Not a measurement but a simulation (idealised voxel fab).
A process module follows: voxel plated lines.
Displayed cross-section: cut, width of 240 nm, square cells sized 5 nm.
Think of the cross-section as a grid of square cells. We describe it in bands, top to bottom, and each band covers one or more rows of those cells.
Band: top height; bottom height; in nm. Then, left to right: material with width in nm, for each material. "full width": a single material spanning edge to edge. "air": empty space.
Ref level 0: as-received wafer is one material below here. Bottom band extends down with no lower bound ("0 nm and below").
A width such as "30 to 40" changes by the same amount from each row of cells to the next, from the band's top row to its bottom row.
Take "left unchanged" at face value: in the step it is given for, the cross-section changed in none of its cells.
The list in "Enclosed voids" covers empty spaces of 8 cells or more that cannot reach the top through any open way, and it gives each as width x height at distance; the distance is from the left edge, and width, height and distance are in nm.
Where a step's line continues beyond its settings, the continuation is a remark by the simulator itself on that step.
"overlay nm" answers the question of how far to the right of plan the mask lay on a step that has a mask, and when it is negative the answer is to the left.
Process steps (planned)
| 1 | op RECEIVE | material Si |
| 2 | op CONFORMAL_DEP | material Al2O3 | thk nm 5 |
| 3 | op DIRECTIONAL_DEP | material TiN | thk nm 5 |
| 4 | op PATTERN | tone open | mask id LINES | material resist | width nm 20 | pitch nm 50 | thk nm 40 | overlay nm 0 |
| 5 | op EPI | material Ru | thk nm 10 |
| 6 | op EPI | material Ru | thk nm 10 |
| 7 | op EPI | material Ru | thk nm 5 |
| 8 | op STRIP | etch materials resist |
| 9 | op DIRECTIONAL_ETCH | etch materials TiN | depth nm 5 |
| 10 | op CONFORMAL_DEP | material SiO2 | thk nm 10 |
First wafer, two in total, run as planned
As received (post step 1): cross-section
0 nm and below = Si full width
Enclosed voids: none
Step 2 complete: cross-section through the wafer
5 nm to 0 nm = Al2O3 full width
Under 0: no change, same as before.
Step 3 complete: cross-section through the wafer
10 nm to 5 nm = TiN full width
Under 5: no change, same as before.
Step 4 complete: cross-section through the wafer
50 nm to 10 nm = 35 of resist; 20 of air; 30 of resist; 20 of air; 30 of resist; 20 of air; 30 of resist; 20 of air; 35 of resist
Under 10: no change, same as before.
Step 5 complete: cross-section through the wafer
50 nm to 20 nm = 35 of resist; 20 of air; 30 of resist; 20 of air; 30 of resist; 20 of air; 30 of resist; 20 of air; 35 of resist
20 nm to 10 nm = 35 of resist; 20 of Ru; 30 of resist; 20 of Ru; 30 of resist; 20 of Ru; 30 of resist; 20 of Ru; 35 of resist
Under 10: no change, same as before.
Step 6 complete: cross-section through the wafer
50 nm to 30 nm = 35 of resist; 20 of air; 30 of resist; 20 of air; 30 of resist; 20 of air; 30 of resist; 20 of air; 35 of resist
30 nm to 10 nm = 35 of resist; 20 of Ru; 30 of resist; 20 of Ru; 30 of resist; 20 of Ru; 30 of resist; 20 of Ru; 35 of resist
Under 10: no change, same as before.
Step 7 complete: cross-section through the wafer
50 nm to 35 nm = 35 of resist; 20 of air; 30 of resist; 20 of air; 30 of resist; 20 of air; 30 of resist; 20 of air; 35 of resist
35 nm to 10 nm = 35 of resist; 20 of Ru; 30 of resist; 20 of Ru; 30 of resist; 20 of Ru; 30 of resist; 20 of Ru; 35 of resist
Under 10: no change, same as before.
Step 8 complete: cross-section through the wafer
35 nm to 10 nm = 35 of air; 20 of Ru; 30 of air; 20 of Ru; 30 of air; 20 of Ru; 30 of air; 20 of Ru; 35 of air
Under 10: no change, same as before.
Step 9 complete: cross-section through the wafer
35 nm to 10 nm = 35 of air; 20 of Ru; 30 of air; 20 of Ru; 30 of air; 20 of Ru; 30 of air; 20 of Ru; 35 of air
10 nm to 5 nm = 35 of air; 20 of TiN; 30 of air; 20 of TiN; 30 of air; 20 of TiN; 30 of air; 20 of TiN; 35 of air
Under 5: no change, same as before.
Step 10 complete: cross-section through the wafer
45 nm to 35 nm = 25 of air; 40 of SiO2; 10 of air; 40 of SiO2; 10 of air; 40 of SiO2; 10 of air; 40 of SiO2; 25 of air
35 nm to 15 nm = 25 of air; 10 of SiO2; 20 of Ru; 10 of SiO2; 10 of air; 10 of SiO2; 20 of Ru; 10 of SiO2; 10 of air; 10 of SiO2; 20 of Ru; 10 of SiO2; 10 of air; 10 of SiO2; 20 of Ru; 10 of SiO2; 25 of air
15 nm to 10 nm = 35 of SiO2; 20 of Ru; 30 of SiO2; 20 of Ru; 30 of SiO2; 20 of Ru; 30 of SiO2; 20 of Ru; 35 of SiO2
10 nm to 5 nm = 35 of SiO2; 20 of TiN; 30 of SiO2; 20 of TiN; 30 of SiO2; 20 of TiN; 30 of SiO2; 20 of TiN; 35 of SiO2
Under 5: no change, same as before.
Second wafer. Start and plan as for the first. One mistake made in running. Agrees with the first up to and including step 4
Cross-section of the second wafer at the time by which step 6 should have been completed according to the plan
50 nm to 40 nm = 35 of resist; 20 of air; 30 of resist; 20 of air; 30 of resist; 20 of air; 30 of resist; 20 of air; 35 of resist
40 nm to 10 nm = 35 of resist; 20 of Ru; 30 of resist; 20 of Ru; 30 of resist; 20 of Ru; 30 of resist; 20 of Ru; 35 of resist
Under 10: no change, same as before.
Cross-section of the second wafer at the time by which step 7 should have been completed according to the plan
50 nm to 45 nm = 35 of resist; 20 of air; 30 of resist; 20 of air; 30 of resist; 20 of air; 30 of resist; 20 of air; 35 of resist
45 nm to 10 nm = 35 of resist; 20 of Ru; 30 of resist; 20 of Ru; 30 of resist; 20 of Ru; 30 of resist; 20 of Ru; 35 of resist
Under 10: no change, same as before.
Cross-section of the second wafer at the time by which step 8 should have been completed according to the plan
45 nm to 10 nm = 35 of air; 20 of Ru; 30 of air; 20 of Ru; 30 of air; 20 of Ru; 30 of air; 20 of Ru; 35 of air
Under 10: no change, same as before.
Cross-section of the second wafer at the time by which step 9 should have been completed according to the plan
45 nm to 10 nm = 35 of air; 20 of Ru; 30 of air; 20 of Ru; 30 of air; 20 of Ru; 30 of air; 20 of Ru; 35 of air
10 nm to 5 nm = 35 of air; 20 of TiN; 30 of air; 20 of TiN; 30 of air; 20 of TiN; 30 of air; 20 of TiN; 35 of air
Under 5: no change, same as before.
Cross-section of the second wafer at the time by which step 10 should have been completed according to the plan
55 nm to 45 nm = 25 of air; 40 of SiO2; 10 of air; 40 of SiO2; 10 of air; 40 of SiO2; 10 of air; 40 of SiO2; 25 of air
45 nm to 15 nm = 25 of air; 10 of SiO2; 20 of Ru; 10 of SiO2; 10 of air; 10 of SiO2; 20 of Ru; 10 of SiO2; 10 of air; 10 of SiO2; 20 of Ru; 10 of SiO2; 10 of air; 10 of SiO2; 20 of Ru; 10 of SiO2; 25 of air
15 nm to 10 nm = 35 of SiO2; 20 of Ru; 30 of SiO2; 20 of Ru; 30 of SiO2; 20 of Ru; 30 of SiO2; 20 of Ru; 35 of SiO2
10 nm to 5 nm = 35 of SiO2; 20 of TiN; 30 of SiO2; 20 of TiN; 30 of SiO2; 20 of TiN; 30 of SiO2; 20 of TiN; 35 of SiO2
Under 5: no change, same as before.
Finding, execution versus plan: one of the identical process steps 5 and 6 has been performed twice, and it is not possible to determine which
Cell-count delta at end, second wafer over first, by material: +32 Ru, +32 SiO2
